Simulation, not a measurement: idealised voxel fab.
Process module under the name voxel capacitor over wiring
Each square cell in cross-section cut measures 5 nm, and the section as a whole is 290 nm wide.
In what follows, cross-sections appear as grids of square cells, described through bands that run from the top down, where every band is one or more rows of cells. Read a band's entry like this: the first values are the height of its top and the height of its bottom in nm, and what follows is the sequence of materials from left to right, each with its width in nm. Note that "blank" is empty space, and that a single material marked "full width" reaches across the band from edge to edge. Beneath 0, the wafer as received is one material, and that level is where height counting begins. The lowest band goes on downward without a bottom; it is written like "0 down". The notation "30->40" denotes a width that varies across the rows of cells in the band, beginning at the first number in the top row, finishing at the second number in the bottom row, and changing by an identical amount from each row to the next. The designation "no alteration", where it is given for a processing step, indicates that no cell of the cross-section was altered in the course of that step. Entry "Closed void catalog" = empty spaces >= 8 cells with no open way to the top; each as width x height at distance, distance from left edge, all nm. That trailing text on a step's line, after the settings, is the simulator's own remark on the step. overlay nm: step with mask; distance mask lay right of planned place; negative value = left of planned place.

# Process steps (planned)
1. RECEIVE,material Si
2. CONFORMAL_DEP,material SiO2,thk nm 15
3. DIRECTIONAL_DEP,material TiN,thk nm 5
4. DIRECTIONAL_DEP,material Ru,thk nm 20
5. DIRECTIONAL_DEP,material aC,thk nm 15
6. PATTERN,tone cover,mask id METAL_1,material resist,width nm 30,pitch nm 95,thk nm 35,overlay nm 0
7. DIRECTIONAL_ETCH,etch materials aC,depth nm 15
8. STRIP,etch materials resist
9. DIRECTIONAL_ETCH,etch materials Ru,depth nm 20
10. DIRECTIONAL_ETCH,etch materials TiN,depth nm 5
11. STRIP,etch materials aC
12. FILL_DEP,material lowk,thk nm 5
13. CMP,height nm 40
14. CONFORMAL_DEP,material SiCN,thk nm 5
15. DIRECTIONAL_DEP,material SiO2,thk nm 15
16. DIRECTIONAL_DEP,material aC,thk nm 10
17. PATTERN,tone open,mask id PLUG_1,material resist,width nm 15,thk nm 25,overlay nm 0
18. DIRECTIONAL_ETCH,etch materials aC,depth nm 10
19. STRIP,etch materials resist
20. DIRECTIONAL_ETCH,etch materials SiO2,depth nm 15
21. DIRECTIONAL_ETCH,etch materials SiCN,depth nm 5
22. STRIP,etch materials aC
23. CONFORMAL_DEP,material TiN,thk nm 5
24. FILL_DEP,material Cu,thk nm 10
25. CMP,height nm 60
26. DIRECTIONAL_DEP,material TiN,thk nm 10
27. DIRECTIONAL_DEP,material Al2O3,thk nm 5
28. DIRECTIONAL_DEP,material TiN,thk nm 10
29. PATTERN,tone cover,mask id UPPER_PLATE,material resist,width nm 70,thk nm 15,overlay nm 0
30. DIRECTIONAL_ETCH,etch materials TiN,depth nm 10
31. DIRECTIONAL_ETCH,etch materials Al2O3,depth nm 5
32. STRIP,etch materials resist
33. MASKED_ETCH,tone cover,mask id LOWER_PLATE,width nm 70,etch materials TiN,depth nm 10,overlay nm 0
34. FILL_DEP,material SiO2,thk nm 20
35. CMP,height nm 100
36. MASKED_ETCH,tone open,mask id PLUG_2,width nm 15,etch materials SiO2,depth nm 15,overlay nm 0
37. CONFORMAL_DEP,material TiN,thk nm 5
38. FILL_DEP,material W,thk nm 10
39. CMP,height nm 100
40. CONFORMAL_DEP,material SiN,thk nm 5
For clarity, it should be stated that the wafers under discussion commence in an identical condition and differ with respect to the width nm of step 33, the plan indicating the value that the first wafer had.

# Cross-section, first of several wafers, as delivered after step 1
* 0 down  Si full width
* Closed void catalog: none

# For your reference, the table is organized with a row per wafer; each row reflects the wafer at the end of the module, indicating for each material the cells gained (+) or lost (-) since receipt, and thereafter its closed voids
width nm 70 | +14 Al2O3 | +3 Cu | +48 Ru | +55 SiCN | +58 SiN | +724 SiO2 | +84 TiN | +2 W | +230 lowk | Closed void catalog: none
width nm 75 | +14 Al2O3 | +3 Cu | +48 Ru | +55 SiCN | +58 SiN | +722 SiO2 | +86 TiN | +2 W | +230 lowk | Closed void catalog: none
width nm 80 | +14 Al2O3 | +3 Cu | +48 Ru | +55 SiCN | +58 SiN | +720 SiO2 | +88 TiN | +2 W | +230 lowk | Closed void catalog: none
width nm 85 | +14 Al2O3 | +3 Cu | +48 Ru | +55 SiCN | +58 SiN | +718 SiO2 | +90 TiN | +2 W | +230 lowk | Closed void catalog: none
width nm 90 | +14 Al2O3 | +3 Cu | +48 Ru | +55 SiCN | +58 SiN | +716 SiO2 | +92 TiN | +2 W | +230 lowk | Closed void catalog: none
width nm 95 | +14 Al2O3 | +3 Cu | +48 Ru | +55 SiCN | +58 SiN | +714 SiO2 | +94 TiN | +2 W | +230 lowk | Closed void catalog: none
